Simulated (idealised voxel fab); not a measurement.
The process module presented herein is designated voxel air gaps.
Section shown: cut. Width: 205 nm. Cell size: 5 nm, square.
How to read a cross-section here: the picture is a grid of square cells, written as bands going from the top down, and any band can span one or more rows of cells. It is stipulated that each band's entry specify, in nanometres, the height of the top of the band and then that of its bottom, followed by the materials of the band in left-to-right sequence, each together with its width in nanometres. A single material marked by the word "edge to edge" is understood to fill the band from edge to edge; the word "empty" is understood to denote empty space. Heads up on the height convention: 0 is the point under which the incoming wafer is all one material, and the lowest band has no bottom, it just keeps going down, like "0 -> down". Width: "30 to 40" (first number = top row, second number = bottom row, same change from row to row of cells). No cell of the cross-section changed in a step that is given as "stayed the same". Entry "Enclosed void list" = empty spaces >= 8 cells with no open way to the top; each as width x height at distance, distance from left edge, all nm. Anything after a step's settings on that line? It's the simulator's own note about the step. On any step carrying a mask, the "overlay nm" setting, if present on the step's line, tells how far right of its planned place the mask lay; negative values point to the left.

So here's the lineup of process steps we planned:
1,RECEIVE, material Si
2,CONFORMAL_DEP, material SiO2, thk nm 10
3,CONFORMAL_DEP, material SiN, thk nm 5
4,DIRECTIONAL_DEP, material SiO2, thk nm 40
5,PATTERN, tone open, mask id LINES, material resist, width nm 15, pitch nm 40, thk nm 20, overlay nm 0
6,DIRECTIONAL_ETCH, etch materials SiO2, depth nm 40
7,STRIP, etch materials resist
8,CONFORMAL_DEP, material TiN, thk nm 5
9,FILL_DEP, material Cu, thk nm 5
10,CMP, height nm 55
11,EPI, material Ru, thk nm 10
12,SELECTIVE_ETCH, etch materials SiO2, depth nm 50
13,CONFORMAL_DEP, material SiN, thk nm 5

as received, after step 1:
    0 -> down  Si edge to edge
    Enclosed void list: none

Cross-section: first of two wafers, module finished, run according to plan:
    70 -> 65  40 empty, 125 SiN, 40 empty
    65 -> 55  40 empty, 5 SiN, 35 Ru, 5 SiN, 35 Ru, 5 SiN, 35 Ru, 5 SiN, 40 empty
    55 -> 50  40 empty, 15 SiN, 5 TiN, 5 Cu, 5 TiN, 25 SiN, 5 TiN, 5 Cu, 5 TiN, 25 SiN, 5 TiN, 5 Cu, 5 TiN, 15 SiN, 40 empty
    50 -> 20  50 empty, 5 SiN, 5 TiN, 5 Cu, 5 TiN, 5 SiN, 15 empty, 5 SiN, 5 TiN, 5 Cu, 5 TiN, 5 SiN, 15 empty, 5 SiN, 5 TiN, 5 Cu, 5 TiN, 5 SiN, 50 empty
    20 -> 15  55 SiN, 15 TiN, 25 SiN, 15 TiN, 25 SiN, 15 TiN, 55 SiN
    15 -> 10  SiN edge to edge
    10 -> 0  SiO2 edge to edge
    0 -> down  Si edge to edge
    Enclosed void list: 15 x 30 at 75; 15 x 30 at 115

Cross-section at end of module for the second wafer of two, which matched the first in starting point and plan and differed by one mistake in its processing:
    70 -> 65  SiN edge to edge
    65 -> 55  Ru edge to edge
    55 -> 20  50 Cu, 5 TiN, 15 SiO2, 5 TiN, 15 Cu, 5 TiN, 15 SiO2, 5 TiN, 15 Cu, 5 TiN, 15 SiO2, 5 TiN, 50 Cu
    20 -> 15  55 TiN, 15 SiO2, 25 TiN, 15 SiO2, 25 TiN, 15 SiO2, 55 TiN
    15 -> 10  SiN edge to edge
    10 -> 0  SiO2 edge to edge
    0 -> down  Si edge to edge
    Enclosed void list: none
What went wrong in running the wafer? step 5 ran with different settings than intended, the actual operation and settings being PATTERN, tone cover, mask id LINES, material resist, width nm 15, pitch nm 40, thk nm 20, overlay nm 0
Upon completion, the second wafer contains, in terms of cells, a greater or smaller amount of certain materials than the first wafer: +161 Cu, +40 Ru, -76 SiN, +72 SiO2, +23 TiN
Quick summary for you: first wafer finishes at 2 closed voids, second at 0.
